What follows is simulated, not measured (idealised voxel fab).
The process module presented herein is designated voxel self aligned vias.
For reference, the cross-section in this document is cut, with width 290 nm and square cells of 5 nm.
A cross-section is a grid of square cells, given in bands from the top down. A band is one or more rows of cells. Band: top height; bottom height; in nm. Then, left to right: material with width in nm, for each material. "full width": a single material spanning edge to edge. "blank": empty space. Counting heights begins at 0, where everything beneath is, in the wafer as received, one material. The lowest band has no bottom; it goes on downwards, as "0 nm and below" shows. Per-row width for "30->40": begins at first number (top row of band), ends at second number (bottom row), increment between rows held constant. "nothing changed" (step): cross-section cells unchanged, all of them. Enclosed voids (no open way to top), threshold 8 cells or more, entry "Voids, enclosed", notation width x height at distance, distance from left edge, nm. That trailing text on a step's line, after the settings, is the simulator's own remark on the step. A step line may carry the setting "overlay nm", which, for steps involving a mask, states the distance by which the mask lay to the right of its intended position; negative values denote displacement to the left.
### Below is the list of planned process steps
| 1 | RECEIVE | material Si |
| 2 | CONFORMAL_DEP | material SiO2 | thk nm 15 |
| 3 | CONFORMAL_DEP | material SiCN | thk nm 5 |
| 4 | DIRECTIONAL_DEP | material lowk | thk nm 20 |
| 5 | DIRECTIONAL_DEP | material aC | thk nm 15 |
| 6 | PATTERN | tone open | mask id LINES | material resist | width nm 30 | pitch nm 75 | thk nm 35 | overlay nm 0 |
| 7 | DIRECTIONAL_ETCH | etch materials aC | depth nm 15 |
| 8 | STRIP | etch materials resist |
| 9 | DIRECTIONAL_ETCH | etch materials lowk | depth nm 20 |
| 10 | STRIP | etch materials aC |
| 11 | CONFORMAL_DEP | material TiN | thk nm 5 |
| 12 | FILL_DEP | material W | thk nm 5 |
| 13 | CMP | height nm 40 |
| 14 | SELECTIVE_ETCH | etch materials W Ru TiN | depth nm 10 |
| 15 | FILL_DEP | material SiN | thk nm 5 |
| 16 | CMP | height nm 40 |
| 17 | DIRECTIONAL_DEP | material lowk | thk nm 15 |
| 18 | MASKED_ETCH | tone open | mask id VIAS | width nm 50 | pitch nm 75 | etch materials lowk | depth nm 15 | overlay nm 0 |
| 19 | MASKED_ETCH | tone open | mask id VIAS | width nm 50 | pitch nm 75 | etch materials SiN | depth nm 10 | overlay nm 0 |
| 20 | CONFORMAL_DEP | material TiN | thk nm 5 |
| 21 | FILL_DEP | material Ru | thk nm 10 |
| 22 | CMP | height nm 55 |
| 23 | CONFORMAL_DEP | material SiCN | thk nm 5 |
### As-received state of the wafer in cross-section, equivalent to post-step 1
> 0 nm and below  Si full width
> Voids, enclosed: none
### The first of the two wafers as seen in cross-section once the module was finished; processing followed the plan
> 60 nm to 55 nm  SiCN full width
> 55 nm to 45 nm  lowk (45) / TiN (5) / Ru (40) / TiN (5) / lowk (25) / TiN (5) / Ru (40) / TiN (5) / lowk (25) / TiN (5) / Ru (40) / TiN (5) / lowk (45)
> 45 nm to 35 nm  lowk (45->55) / TiN (15->5) / Ru (20) / TiN (15->5) / lowk (25->45) / TiN (15->5) / Ru (20) / TiN (15->5) / lowk (25->45) / TiN (15->5) / Ru (20) / TiN (15->5) / lowk (45->55)
> 35 nm to 30 nm  lowk (55) / TiN (30) / lowk (45) / TiN (30) / lowk (45) / TiN (30) / lowk (55)
> 30 nm to 25 nm  lowk (55) / TiN (5) / W (20) / TiN (5) / lowk (45) / TiN (5) / W (20) / TiN (5) / lowk (45) / TiN (5) / W (20) / TiN (5) / lowk (55)
> 25 nm to 20 nm  lowk (55) / TiN (30) / lowk (45) / TiN (30) / lowk (45) / TiN (30) / lowk (55)
> 20 nm to 15 nm  SiCN full width
> 15 nm to 0 nm  SiO2 full width
> 0 nm and below  Si full width
> Voids, enclosed: none
### Here is the second of the two wafers cut open at the end of the module - same start, same plan as the first one, but we made one mistake running it
> 60 nm to 55 nm  SiCN full width
> 55 nm to 35 nm  lowk (45) / TiN (5) / Ru (40) / TiN (5) / lowk (25) / TiN (5) / Ru (40) / TiN (5) / lowk (25) / TiN (5) / Ru (40) / TiN (5) / lowk (45)
> 35 nm to 30 nm  lowk (45) / TiN (50) / lowk (25) / TiN (50) / lowk (25) / TiN (50) / lowk (45)
> 30 nm to 25 nm  lowk (45) / TiN (15) / W (20) / TiN (15) / lowk (25) / TiN (15) / W (20) / TiN (15) / lowk (25) / TiN (15) / W (20) / TiN (15) / lowk (45)
> 25 nm to 20 nm  lowk (55) / TiN (30) / lowk (45) / TiN (30) / lowk (45) / TiN (30) / lowk (55)
> 20 nm to 15 nm  SiCN full width
> 15 nm to 0 nm  SiO2 full width
> 0 nm and below  Si full width
> Voids, enclosed: none
Deviation noted in wafer processing: heads up, step 18 of the plan got done twice
FYI, end of process, the second wafer has more or fewer cells of some materials than the first: Ru +24, TiN +12, lowk -36
